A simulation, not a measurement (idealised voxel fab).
Proc. module: voxel capacitor over wiring
cross-section cut | 280 nm wide | cells 5 nm
Reading order for cross-sections: top band down to bottom band. Underlying form: a grid of square cells. Band size: one or more rows of cells. Band entry format. Leading values: height of top, height of bottom, nm. Remainder: materials in left-to-right order, each with its width in nm. Special words: "edge to edge" on a single material, which then fills the band edge to edge; "blank", empty space. Note: height 0 marks the level under which the wafer is uniformly one material as received. Lowest band unbounded below, written "top 0, no bottom". When a width is written as two numbers, as in "30..40", the first number is the width in the top row of cells of the band and the second is the width in its bottom row, and the width changes by the same amount from each row to the next. Step note "identical to before" = no cross-section cell changed. Basically, "Closed void listing" tells you about the enclosed voids: empty spaces with no open way to the top, 8 cells or bigger, each written width x height at distance, where distance is from the left edge, all in nm. It should be noted that, on the line of a given step, the content following the step's settings is a remark produced by the simulator itself with respect to that step. overlay nm: right-of-plan distance of the mask on a masked step; negative values mean left-of-plan.
-- The planned process steps are enumerated hereunder
1: RECEIVE,material Si
2: CONFORMAL_DEP,material SiO2,thk nm 10
3: CONFORMAL_DEP,material SiN,thk nm 5
4: DIRECTIONAL_DEP,material lowk,thk nm 20
5: DIRECTIONAL_DEP,material aC,thk nm 10
6: PATTERN,tone open,mask id METAL_1,material resist,width nm 30,pitch nm 80,thk nm 25,overlay nm 0
7: DIRECTIONAL_ETCH,etch materials aC,depth nm 10
8: STRIP,etch materials resist
9: DIRECTIONAL_ETCH,etch materials lowk,depth nm 20
10: DIRECTIONAL_ETCH,etch materials SiN,depth nm 5
11: STRIP,etch materials aC
12: CONFORMAL_DEP,material TiN,thk nm 5
13: FILL_DEP,material Ru,thk nm 10
14: CMP,height nm 35
15: EPI,material Ru,thk nm 5
16: FILL_DEP,material SiCN,thk nm 5
17: DIRECTIONAL_DEP,material SiO2,thk nm 20
18: PATTERN,tone open,mask id PLUG_1,material resist,width nm 15,thk nm 15,overlay nm -15
19: DIRECTIONAL_ETCH,etch materials SiO2,depth nm 20
20: DIRECTIONAL_ETCH,etch materials SiCN,depth nm 5
21: STRIP,etch materials resist
22: EPI,material Ru,thk nm 10
23: EPI,material Ru,thk nm 10
24: EPI,material Ru,thk nm 5
25: DIRECTIONAL_DEP,material TiN,thk nm 5
26: DIRECTIONAL_DEP,material Al2O3,thk nm 5
27: DIRECTIONAL_DEP,material TiN,thk nm 5
28: MASKED_ETCH,tone cover,mask id UPPER_PLATE,width nm 55,etch materials TiN,depth nm 5,overlay nm 0
29: MASKED_ETCH,tone cover,mask id UPPER_PLATE,width nm 55,etch materials Al2O3,depth nm 5,overlay nm 0
30: PATTERN,tone cover,mask id LOWER_PLATE,material resist,width nm 65,thk nm 20,overlay nm 0
31: DIRECTIONAL_ETCH,etch materials TiN,depth nm 5
32: STRIP,etch materials resist
33: FILL_DEP,material SiO2,thk nm 15
34: CMP,height nm 90
35: PATTERN,tone open,mask id PLUG_2,material resist,width nm 15,thk nm 20,overlay nm 0
36: DIRECTIONAL_ETCH,etch materials SiO2,depth nm 10
37: STRIP,etch materials resist
38: CONFORMAL_DEP,material TiN,thk nm 5
39: FILL_DEP,material W,thk nm 5
40: CMP,height nm 90
41: CONFORMAL_DEP,material SiN,thk nm 5
Wafer-to-wafer difference: overlay nm, step 18. Common start. Plan = first wafer's value.
-- This is how the first of several wafers looked in cross-section when it arrived, which is after step 1
top 0, no bottom  Si edge to edge
Closed void listing: none
-- For your reference, the table is organized with a row per wafer; each row reflects the wafer at the end of the module, indicating for each material the cells gained (+) or lost (-) since receipt, and thereafter its closed voids
overlay nm -15; +11 Al2O3; +63 Ru; +93 SiCN; +100 SiN; +563 SiO2; +57 TiN; +1 W; +176 lowk; Closed void listing: none
overlay nm -10; +11 Al2O3; +63 Ru; +93 SiCN; +100 SiN; +563 SiO2; +57 TiN; +1 W; +176 lowk; Closed void listing: none
overlay nm -5; +11 Al2O3; +63 Ru; +93 SiCN; +100 SiN; +563 SiO2; +57 TiN; +1 W; +176 lowk; Closed void listing: none
overlay nm 0; +11 Al2O3; +63 Ru; +93 SiCN; +100 SiN; +563 SiO2; +57 TiN; +1 W; +176 lowk; Closed void listing: none
overlay nm 5; +11 Al2O3; +63 Ru; +93 SiCN; +100 SiN; +563 SiO2; +57 TiN; +1 W; +176 lowk; Closed void listing: none
overlay nm 10; +11 Al2O3; +63 Ru; +93 SiCN; +100 SiN; +563 SiO2; +57 TiN; +1 W; +176 lowk; Closed void listing: none
overlay nm 15; +11 Al2O3; +63 Ru; +93 SiCN; +100 SiN; +563 SiO2; +57 TiN; +1 W; +176 lowk; Closed void listing: none
